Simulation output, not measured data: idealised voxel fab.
Process module heading - voxel transistor to metal
In the cross-section labelled cut, the width is 145 nm and each square cell is 5 nm.
Think of the cross-section as a grid of square cells. We describe it in bands, top to bottom, and each band covers one or more rows of those cells.
Quick guide to a band line: top height, bottom height (nm) up front; then every material left to right with its width in nm. Only one material and it's marked "all across"? Then it fills the band edge to edge. And "empty" just means empty space.
Height reference: 0 = level under which incoming wafer is all one material. Lowest band: no bottom, runs on downward, e.g. "0..down".
Per-row width for "30..40": begins at first number (top row of band), ends at second number (bottom row), increment between rows held constant.
When a step is marked "left unchanged", none of the cells in the cross-section changed during that step.
The entry "Sealed cavities" lists the empty spaces that cover at least 8 cells and have no open path to the top. Each is written as width x height at distance, where the distance is measured from the left edge and all three values are in nm.
Text after the settings on a step's line: the simulator's own remark on that step.
Regarding "overlay nm": on a step with a mask, it is the distance the mask lay to the right of its planned place; a negative value places it to the left.
## Intended process steps
1 RECEIVE [material Si]
2 OXIDIZE [depth nm 5]
3 CONFORMAL_DEP [material SiN] [thk nm 10]
4 MASKED_ETCH [tone cover] [mask id ACTIVE] [width nm 95] [etch materials SiN] [depth nm 10] [overlay nm 0]
5 MASKED_ETCH [tone cover] [mask id ACTIVE] [width nm 95] [etch materials SiO2] [depth nm 5] [overlay nm 0]
6 MASKED_ETCH [tone cover] [mask id ACTIVE] [width nm 95] [etch materials Si] [depth nm 20] [overlay nm 0]
7 FILL_DEP [material SiO2] [thk nm 10]
8 CMP [height nm 10]
9 SELECTIVE_ETCH [etch materials SiO2] [depth nm 5]
10 STRIP [etch materials SiN]
11 SELECTIVE_ETCH [etch materials SiO2] [depth nm 5]
12 OXIDIZE [depth nm 5]
13 DIRECTIONAL_DEP [material polySi] [thk nm 25]
14 DIRECTIONAL_DEP [material SiCN] [thk nm 10]
15 MASKED_ETCH [tone cover] [mask id GATE] [width nm 25] [etch materials SiCN] [depth nm 20] [overlay nm 0]
16 MASKED_ETCH [tone cover] [mask id GATE] [width nm 25] [etch materials polySi] [depth nm 35] [overlay nm 0]
17 CONFORMAL_DEP [material SiN] [thk nm 10]
18 DIRECTIONAL_ETCH [etch materials SiN] [depth nm 10]
19 DIRECTIONAL_ETCH [etch materials SiO2] [depth nm 5]
20 DIRECTIONAL_ETCH [etch materials Si] [depth nm 15]
21 EPI [material SiGe] [thk nm 20]
22 FILL_DEP [material SiO2] [thk nm 10]
23 CMP [height nm 30]
24 DIRECTIONAL_DEP [material SiO2] [thk nm 15]
25 DIRECTIONAL_DEP [material aC] [thk nm 15]
26 PATTERN [tone open] [mask id CONTACT] [material resist] [width nm 25] [pitch nm 60] [thk nm 30] [overlay nm 0]
27 DIRECTIONAL_ETCH [etch materials aC] [depth nm 15]
28 STRIP [etch materials resist]
29 DIRECTIONAL_ETCH [etch materials SiO2] [depth nm 35]
30 STRIP [etch materials aC]
31 CONFORMAL_DEP [material TiN] [thk nm 5]
32 FILL_DEP [material Ru] [thk nm 5]
33 CMP [height nm 45]
34 CONFORMAL_DEP [material SiN] [thk nm 5]
35 DIRECTIONAL_DEP [material SiO2] [thk nm 20]
36 PATTERN [tone open] [mask id METAL_1] [material resist] [width nm 15] [pitch nm 70] [thk nm 15] [overlay nm 0]
37 DIRECTIONAL_ETCH [etch materials SiO2] [depth nm 20]
38 DIRECTIONAL_ETCH [etch materials SiN] [depth nm 5]
39 STRIP [etch materials resist]
40 CONFORMAL_DEP [material TiN] [thk nm 5]
41 FILL_DEP [material W] [thk nm 5]
42 CMP [height nm 70]
43 CONFORMAL_DEP [material SiCN] [thk nm 5]
## The cross-section here shows the wafer as received, i.e. in its state after step 1
	0..down  Si all across
	Sealed cavities: none
## First wafer of two, sectioned at end of module; run went per plan
	75..70  SiCN all across
	70..50  SiO2 30 nm | TiN 5 nm | W 5 nm | TiN 5 nm | SiO2 55 nm | TiN 5 nm | W 5 nm | TiN 5 nm | SiO2 30 nm
	50..45  SiN 30 nm | TiN 15 nm | SiN 55 nm | TiN 15 nm | SiN 30 nm
	45..35  SiO2 30 nm | TiN 5 nm | Ru 15 nm | TiN 5 nm | SiO2 35 nm | TiN 5 nm | Ru 15 nm | TiN 5 nm | SiO2 30 nm
	35..30  SiO2 30 nm | TiN 5 nm | Ru 10 nm | TiN 10 nm | SiO2 35 nm | TiN 10 nm | Ru 10 nm | TiN 5 nm | SiO2 30 nm
	30..20  SiO2 30 nm | TiN 5 nm | Ru 10 nm | TiN 5 nm | SiN 10 nm | SiCN 25 nm | SiN 10 nm | TiN 5 nm | Ru 10 nm | TiN 5 nm | SiO2 30 nm
	20..15  SiO2 30 nm | TiN 5 nm | Ru 10 nm | TiN 5 nm | SiN 10 nm | polySi 25 nm | SiN 10 nm | TiN 5 nm | Ru 10 nm | TiN 5 nm | SiO2 30 nm
	15..10  SiO2 30 nm | TiN 20 nm | SiN 10 nm | polySi 25 nm | SiN 10 nm | TiN 20 nm | SiO2 30 nm
	10..0  SiO2 20 nm | SiGe 30 nm | SiN 10 nm | polySi 25 nm | SiN 10 nm | SiGe 30 nm | SiO2 20 nm
	0..-5  SiO2 20 nm | SiN 10 nm | SiGe 20 nm | SiN 10 nm | polySi 25 nm | SiN 10 nm | SiGe 20 nm | SiN 10 nm | SiO2 20 nm
	-5..-10  SiO2 30 nm | SiGe 20 nm | SiO2 45 nm | SiGe 20 nm | SiO2 30 nm
	-10..-25  SiO2 25 nm | Si 5 nm | SiGe 20 nm | Si 45 nm | SiGe 20 nm | Si 5 nm | SiO2 25 nm
	-25..down  Si all across
	Sealed cavities: none
## Now the second wafer, cross-sectioned at the end of the module. Nothing different at the start, nothing different in the plan compared with the first, just one mistake when it was actually run
	75..70  SiCN all across
	70..50  W 25 nm | TiN 5 nm | SiO2 15 nm | TiN 5 nm | W 45 nm | TiN 5 nm | SiO2 15 nm | TiN 5 nm | W 25 nm
	50..45  TiN 30 nm | SiN 15 nm | TiN 55 nm | SiN 15 nm | TiN 30 nm
	45..35  SiO2 30 nm | TiN 5 nm | Ru 15 nm | TiN 5 nm | SiO2 35 nm | TiN 5 nm | Ru 15 nm | TiN 5 nm | SiO2 30 nm
	35..30  SiO2 30 nm | TiN 5 nm | Ru 10 nm | TiN 10 nm | SiO2 35 nm | TiN 10 nm | Ru 10 nm | TiN 5 nm | SiO2 30 nm
	30..20  SiO2 30 nm | TiN 5 nm | Ru 10 nm | TiN 5 nm | SiN 10 nm | SiCN 25 nm | SiN 10 nm | TiN 5 nm | Ru 10 nm | TiN 5 nm | SiO2 30 nm
	20..15  SiO2 30 nm | TiN 5 nm | Ru 10 nm | TiN 5 nm | SiN 10 nm | polySi 25 nm | SiN 10 nm | TiN 5 nm | Ru 10 nm | TiN 5 nm | SiO2 30 nm
	15..10  SiO2 30 nm | TiN 20 nm | SiN 10 nm | polySi 25 nm | SiN 10 nm | TiN 20 nm | SiO2 30 nm
	10..0  SiO2 20 nm | SiGe 30 nm | SiN 10 nm | polySi 25 nm | SiN 10 nm | SiGe 30 nm | SiO2 20 nm
	0..-5  SiO2 20 nm | SiN 10 nm | SiGe 20 nm | SiN 10 nm | polySi 25 nm | SiN 10 nm | SiGe 20 nm | SiN 10 nm | SiO2 20 nm
	-5..-10  SiO2 30 nm | SiGe 20 nm | SiO2 45 nm | SiGe 20 nm | SiO2 30 nm
	-10..-25  SiO2 25 nm | Si 5 nm | SiGe 20 nm | Si 45 nm | SiGe 20 nm | Si 5 nm | SiO2 25 nm
	-25..down  Si all across
	Sealed cavities: none
The plan and the run diverged here: step 36 ran with different settings than intended, the actual operation and settings being PATTERN [tone cover] [mask id METAL_1] [material resist] [width nm 15] [pitch nm 70] [thk nm 15] [overlay nm 0]
Bottom line after processing is that, in cells, the second wafer is up or down on some materials versus the first: SiN -17, SiO2 -68, TiN +17, W +68
